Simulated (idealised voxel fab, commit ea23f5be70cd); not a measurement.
process module | voxel capacitor over wiring
cross-section cut | 280 nm wide | cells 5 nm
A cross-section is a grid of square cells, given in bands from the top down. A band is one or more rows of cells.
Each band's line starts with the height of the band's top and of its bottom, in nm. Then come its materials from left to right, each with its width in nm. One material with "throughout" fills the band from edge to edge. "air" is empty space.
Height 0 is the level under which the wafer as received is all one material. The lowest band goes on downwards, as in "0 down".
A width such as "30 to 40" changes by the same amount from each row of cells to the next, from the band's top row to its bottom row.
"no change" after a step means that no cell of the cross-section changed.
closed voids: empty space of 8 cells or more with no open way to the top, each as width x height at its distance from the left edge, in nm
after a step's settings: what the simulator itself notes on the step
overlay nm, on a step with a mask: how far to the right of its planned place the mask lay; to the left if negative
plan
1 op RECEIVE | material Si
2 op CONFORMAL_DEP | material SiO2 | thk nm 10
3 op CONFORMAL_DEP | material SiN | thk nm 5
4 op DIRECTIONAL_DEP | material SiO2 | thk nm 15
5 op PATTERN | tone open | mask id METAL_1 | material resist | width nm 20 | pitch nm 70 | thk nm 15 | overlay nm 0
6 op DIRECTIONAL_ETCH | etch materials SiO2 | depth nm 15
7 op DIRECTIONAL_ETCH | etch materials SiN | depth nm 5
8 op STRIP | etch materials resist
9 op CONFORMAL_DEP | material TiN | thk nm 5
10 op FILL_DEP | material W | thk nm 10
11 op CMP | height nm 30
12 op EPI | material Ru | thk nm 5
13 op FILL_DEP | material SiCN | thk nm 5
14 op DIRECTIONAL_DEP | material lowk | thk nm 10
15 op DIRECTIONAL_DEP | material aC | thk nm 15
16 op PATTERN | tone open | mask id PLUG_1 | material resist | width nm 15 | thk nm 35 | overlay nm 0
17 op DIRECTIONAL_ETCH | etch materials aC | depth nm 15
18 op STRIP | etch materials resist
19 op DIRECTIONAL_ETCH | etch materials lowk | depth nm 10
20 op DIRECTIONAL_ETCH | etch materials SiCN | depth nm 5
21 op STRIP | etch materials aC
22 op CONFORMAL_DEP | material TiN | thk nm 5
23 op FILL_DEP | material Ru | thk nm 10
24 op CMP | height nm 50
25 op DIRECTIONAL_DEP | material TiN | thk nm 5
26 op DIRECTIONAL_DEP | material HfO2 | thk nm 5
27 op DIRECTIONAL_DEP | material TiN | thk nm 5
28 op DIRECTIONAL_DEP | material aC | thk nm 10
29 op PATTERN | tone cover | mask id UPPER_PLATE | material resist | width nm 55 | thk nm 25 | overlay nm 0
30 op DIRECTIONAL_ETCH | etch materials aC | depth nm 10
31 op STRIP | etch materials resist
32 op DIRECTIONAL_ETCH | etch materials TiN | depth nm 5
33 op DIRECTIONAL_ETCH | etch materials HfO2 | depth nm 5
34 op STRIP | etch materials aC
35 op MASKED_ETCH | tone cover | mask id LOWER_PLATE | width nm 65 | etch materials TiN | depth nm 5 | overlay nm 0
36 op FILL_DEP | material SiO2 | thk nm 15
37 op CMP | height nm 75
38 op DIRECTIONAL_DEP | material aC | thk nm 15
39 op PATTERN | tone open | mask id PLUG_2 | material resist | width nm 15 | thk nm 30 | overlay nm 0
40 op DIRECTIONAL_ETCH | etch materials aC | depth nm 15
41 op STRIP | etch materials resist
42 op DIRECTIONAL_ETCH | etch materials SiO2 | depth nm 10
43 op STRIP | etch materials aC
44 op CONFORMAL_DEP | material TiN | thk nm 5
45 op FILL_DEP | material Cu | thk nm 10
46 op CMP | height nm 75
47 op CONFORMAL_DEP | material SiCN | thk nm 5
as received, after step 1
  0 down: Si throughout
  closed voids: none
a wafer at the end: this start, this plan, one mistake
  80 to 75: SiCN throughout
  75 to 70: SiO2 110 | TiN 5 | Cu 5 | TiN 5 | SiO2 155
  70 to 65: SiO2 110 | TiN 15 | SiO2 155
  65 to 60: Ru throughout
  60 to 55: HfO2 throughout
  55 to 50: TiN throughout
  50 to 40: lowk 100 | TiN 5 | Ru 5 | TiN 5 | lowk 165
  40 to 35: SiCN 100 | TiN 15 | SiCN 165
  35 to 30: SiCN 90 | Ru 30 | SiCN 40 | Ru 30 | SiCN 90
  30 to 15: SiO2 95 | TiN 5 | W 10 | TiN 5 | SiO2 50 | TiN 5 | W 10 | TiN 5 | SiO2 95
  15 to 10: SiN 95 | TiN 20 | SiN 50 | TiN 20 | SiN 95
  10 to 0: SiO2 throughout
  0 down: Si throughout
  closed voids: none
what went wrong: step 27 ran as: op DIRECTIONAL_DEP | material Ru | thk nm 5
